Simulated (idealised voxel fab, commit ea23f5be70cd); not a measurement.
Title: Process Module voxel self aligned vias
Each square cell in cross-section cut measures 5 nm, and the section as a whole is 210 nm wide.
The cross-sections in this document take the form of a grid made of square cells. They are written out as bands, in order from top to bottom. Each band consists of one or more rows of cells.
Top height, bottom height, nm. Materials left to right, width each, nm. Single material + "throughout" = fills band edge to edge. "blank" = empty.
Beneath 0, the wafer as received is one material, and that level is where height counting begins. The lowest band goes on downward without a bottom; it is written like "0 and below".
Width "30 to 40": first value at the band's top row of cells, second value at its bottom row, equal change from row to row.
What does "same as before" mean for a step? It means no cell of the cross-section changed in that step.
In the "Sealed internal cavities" entry, you get each enclosed empty space of 8 cells or more, one with no open way to the top, written width x height at distance, distance from the left edge, in nm.
On each step's line, the part that comes after the settings is the simulator's own comment on the step.
If you see "overlay nm" on a step's line and that step has a mask, it's telling you how far right of where it was planned the mask ended up; a negative number means it went left instead.

[Steps planned for the process]
1 RECEIVE,material Si
2 CONFORMAL_DEP,material SiO2,thk nm 10
3 CONFORMAL_DEP,material SiCN,thk nm 5
4 DIRECTIONAL_DEP,material lowk,thk nm 25
5 PATTERN,tone open,mask id LINES,material resist,width nm 25,pitch nm 55,thk nm 15,overlay nm 0
6 DIRECTIONAL_ETCH,etch materials lowk,depth nm 25
7 STRIP,etch materials resist
8 CONFORMAL_DEP,material TiN,thk nm 5
9 FILL_DEP,material Ru,thk nm 5
10 CMP,height nm 40
11 SELECTIVE_ETCH,etch materials W Ru TiN,depth nm 10
12 FILL_DEP,material SiN,thk nm 5
13 CMP,height nm 40
14 DIRECTIONAL_DEP,material lowk,thk nm 20
15 MASKED_ETCH,tone open,mask id VIAS,width nm 35,pitch nm 55,etch materials lowk,depth nm 20,overlay nm 0
16 MASKED_ETCH,tone open,mask id VIAS,width nm 35,pitch nm 55,etch materials SiN,depth nm 10,overlay nm 0
17 CONFORMAL_DEP,material TiN,thk nm 5
18 FILL_DEP,material Ru,thk nm 5
19 CMP,height nm 60
20 CONFORMAL_DEP,material SiN,thk nm 5

[Received-state cross-section, reflecting completion of step 1]
    0 and below: Si throughout
    Sealed internal cavities: none

[Wafer cross-section at end of module: start and plan as shown above, one execution error]
    75 down to 60: SiN throughout
    60 down to 45: 30 lowk | 5 TiN | 25 Ru | 5 TiN | 20 lowk | 5 TiN | 25 Ru | 5 TiN | 20 lowk | 5 TiN | 25 Ru | 5 TiN | 35 lowk
    45 down to 35: 30 to 35 lowk | 10 to 5 TiN | 15 Ru | 10 to 5 TiN | 20 to 30 lowk | 10 to 5 TiN | 15 Ru | 10 to 5 TiN | 20 to 30 lowk | 10 to 5 TiN | 15 Ru | 10 to 5 TiN | 35 to 40 lowk
    35 down to 30: 35 lowk | 25 TiN | 30 lowk | 25 TiN | 30 lowk | 25 TiN | 40 lowk
    30 down to 20: 35 lowk | 5 TiN | 15 Ru | 5 TiN | 30 lowk | 5 TiN | 15 Ru | 5 TiN | 30 lowk | 5 TiN | 15 Ru | 5 TiN | 40 lowk
    20 down to 15: 35 lowk | 25 TiN | 30 lowk | 25 TiN | 30 lowk | 25 TiN | 40 lowk
    15 down to 10: SiCN throughout
    10 down to 0: SiO2 throughout
    0 and below: Si throughout
    Sealed internal cavities: none
Deviation noted in wafer processing: step 20, actual vs plan mismatch, actual run CONFORMAL_DEP,material SiN,thk nm 15
